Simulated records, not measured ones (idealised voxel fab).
The process module that follows is named voxel gate over fins.
Each square cell in cross-section cut measures 5 nm, and the section as a whole is 280 nm wide.
A cross-section is a grid of square cells, given in bands from the top down. A band is one or more rows of cells. Band entry format. Leading values: height of top, height of bottom, nm. Remainder: materials in left-to-right order, each with its width in nm. Special words: "all across" on a single material, which then fills the band edge to edge; "empty", empty space. Height datum 0, below which the as-received substrate wafer is one material. Lowest band open at the bottom, running downward: "0 nm and below". The expression "30 to 40" gives the width at the extremes of the band, the first number at its top row of cells and the second at its bottom row, with the width changing by equal amounts from each row to the next in between. Step marked "remains unaltered"? Then no cell in the cross-section changed in it. The list in "Closed voids list" covers empty spaces of 8 cells or more that cannot reach the top through any open way, and it gives each as width x height at distance; the distance is from the left edge, and width, height and distance are in nm. Whatever follows a step's settings on its line is a remark the simulator itself makes about that step. The line of a step may include "overlay nm". On a step with a mask, this value is how far to the right of its planned place the mask lay. A negative value means the mask lay to the left.

[List of planned process steps]
step 1: RECEIVE (material Si)
step 2: CONFORMAL_DEP (material SiN; thk nm 10)
step 3: DIRECTIONAL_DEP (material aC; thk nm 10)
step 4: PATTERN (tone cover; mask id FINS; material resist; width nm 15; pitch nm 60; thk nm 30; overlay nm 0)
step 5: DIRECTIONAL_ETCH (etch materials aC; depth nm 10)
step 6: STRIP (etch materials resist)
step 7: DIRECTIONAL_ETCH (etch materials SiN; depth nm 10)
step 8: DIRECTIONAL_ETCH (etch materials Si; depth nm 35)
step 9: STRIP (etch materials aC)
step 10: FILL_DEP (material SiO2; thk nm 15)
step 11: CMP (height nm 10)
step 12: DIRECTIONAL_DEP (material aC; thk nm 10)
step 13: PATTERN (tone open; mask id RAIL; material resist; width nm 15; thk nm 25; overlay nm 0)
step 14: DIRECTIONAL_ETCH (etch materials aC; depth nm 10)
step 15: STRIP (etch materials resist)
step 16: DIRECTIONAL_ETCH (etch materials SiO2; depth nm 40)
step 17: STRIP (etch materials aC)
step 18: CONFORMAL_DEP (material TiN; thk nm 5)
step 19: FILL_DEP (material W; thk nm 5)
step 20: CMP (height nm 10)
step 21: SELECTIVE_ETCH (etch materials W Ru TiN; depth nm 30)
step 22: FILL_DEP (material SiO2; thk nm 5)
step 23: CMP (height nm 10)
step 24: SELECTIVE_ETCH (etch materials SiO2; depth nm 25)
step 25: STRIP (etch materials SiN)
step 26: CONFORMAL_DEP (material HfO2; thk nm 5)
step 27: CONFORMAL_DEP (material TiN; thk nm 5)
step 28: CONFORMAL_DEP (material TiAl; thk nm 5)
step 29: CONFORMAL_DEP (material TiN; thk nm 5)
step 30: FILL_DEP (material W; thk nm 10)
step 31: CMP (height nm 25)
step 32: CONFORMAL_DEP (material SiCN; thk nm 10)

[Shown in cross-section is the wafer as received, that is, as it stands after step 1]
  0 nm and below  Si all across
  Closed voids list: none

[Cross-sectional result after module completion. Note: starting condition and plan are unchanged from above; one processing mistake was made]
  35 nm to 25 nm  SiCN all across
  25 nm to 15 nm  TiN all across
  15 nm to 10 nm  TiN 25 nm, then TiAl 45 nm, then TiN 15 nm, then TiAl 45 nm, then TiN 15 nm, then TiAl 45 nm, then TiN 15 nm, then TiAl 45 nm, then TiN 30 nm
  10 nm to 5 nm  TiN 25 nm, then TiAl 5 nm, then TiN 35 nm, then TiAl 5 nm, then TiN 15 nm, then TiAl 5 nm, then TiN 35 nm, then TiAl 5 nm, then TiN 15 nm, then TiAl 5 nm, then TiN 35 nm, then TiAl 5 nm, then TiN 15 nm, then TiAl 5 nm, then TiN 35 nm, then TiAl 5 nm, then TiN 30 nm
  5 nm to 0 nm  TiN 25 nm, then TiAl 5 nm, then TiN 5 nm, then HfO2 25 nm, then TiN 5 nm, then TiAl 5 nm, then TiN 15 nm, then TiAl 5 nm, then TiN 5 nm, then HfO2 25 nm, then TiN 5 nm, then TiAl 5 nm, then TiN 15 nm, then TiAl 5 nm, then TiN 5 nm, then HfO2 25 nm, then TiN 5 nm, then TiAl 5 nm, then TiN 15 nm, then TiAl 5 nm, then TiN 5 nm, then HfO2 25 nm, then TiN 5 nm, then TiAl 5 nm, then TiN 30 nm
  0 nm to -5 nm  TiAl 30 nm, then TiN 5 nm, then HfO2 5 nm, then Si 15 nm, then HfO2 5 nm, then TiN 5 nm, then TiAl 25 nm, then TiN 5 nm, then HfO2 5 nm, then Si 15 nm, then HfO2 5 nm, then TiN 5 nm, then TiAl 25 nm, then TiN 5 nm, then HfO2 5 nm, then Si 15 nm, then HfO2 5 nm, then TiN 5 nm, then TiAl 25 nm, then TiN 5 nm, then HfO2 5 nm, then Si 15 nm, then HfO2 5 nm, then TiN 5 nm, then TiAl 35 nm
  -5 nm to -10 nm  TiN 35 nm, then HfO2 5 nm, then Si 15 nm, then HfO2 5 nm, then TiN 35 nm, then HfO2 5 nm, then Si 15 nm, then HfO2 5 nm, then TiN 35 nm, then HfO2 5 nm, then Si 15 nm, then HfO2 5 nm, then TiN 35 nm, then HfO2 5 nm, then Si 15 nm, then HfO2 5 nm, then TiN 40 nm
  -10 nm to -15 nm  HfO2 40 nm, then Si 15 nm, then HfO2 45 nm, then Si 15 nm, then HfO2 45 nm, then Si 15 nm, then HfO2 45 nm, then Si 15 nm, then HfO2 45 nm
  -15 nm to -20 nm  SiO2 40 nm, then Si 15 nm, then SiO2 45 nm, then Si 15 nm, then SiO2 45 nm, then Si 15 nm, then SiO2 45 nm, then Si 15 nm, then SiO2 45 nm
  -20 nm to -25 nm  SiO2 40 nm, then Si 15 nm, then SiO2 15 nm, then TiN 5 nm, then W 5 nm, then TiN 5 nm, then SiO2 15 nm, then Si 15 nm, then SiO2 45 nm, then Si 15 nm, then SiO2 45 nm, then Si 15 nm, then SiO2 45 nm
  -25 nm to -30 nm  SiO2 40 nm, then Si 15 nm, then SiO2 15 nm, then TiN 15 nm, then SiO2 15 nm, then Si 15 nm, then SiO2 45 nm, then Si 15 nm, then SiO2 45 nm, then Si 15 nm, then SiO2 45 nm
  -30 nm to -35 nm  SiO2 40 nm, then Si 15 nm, then SiO2 45 nm, then Si 15 nm, then SiO2 45 nm, then Si 15 nm, then SiO2 45 nm, then Si 15 nm, then SiO2 45 nm
  -35 nm and below  Si all across
  Closed voids list: none
In executing the process, a mistake was made relative to the plan: it should be noted that step 30 was executed with settings other than those planned, the operation and settings actually applied being FILL_DEP (material TiN; thk nm 10)
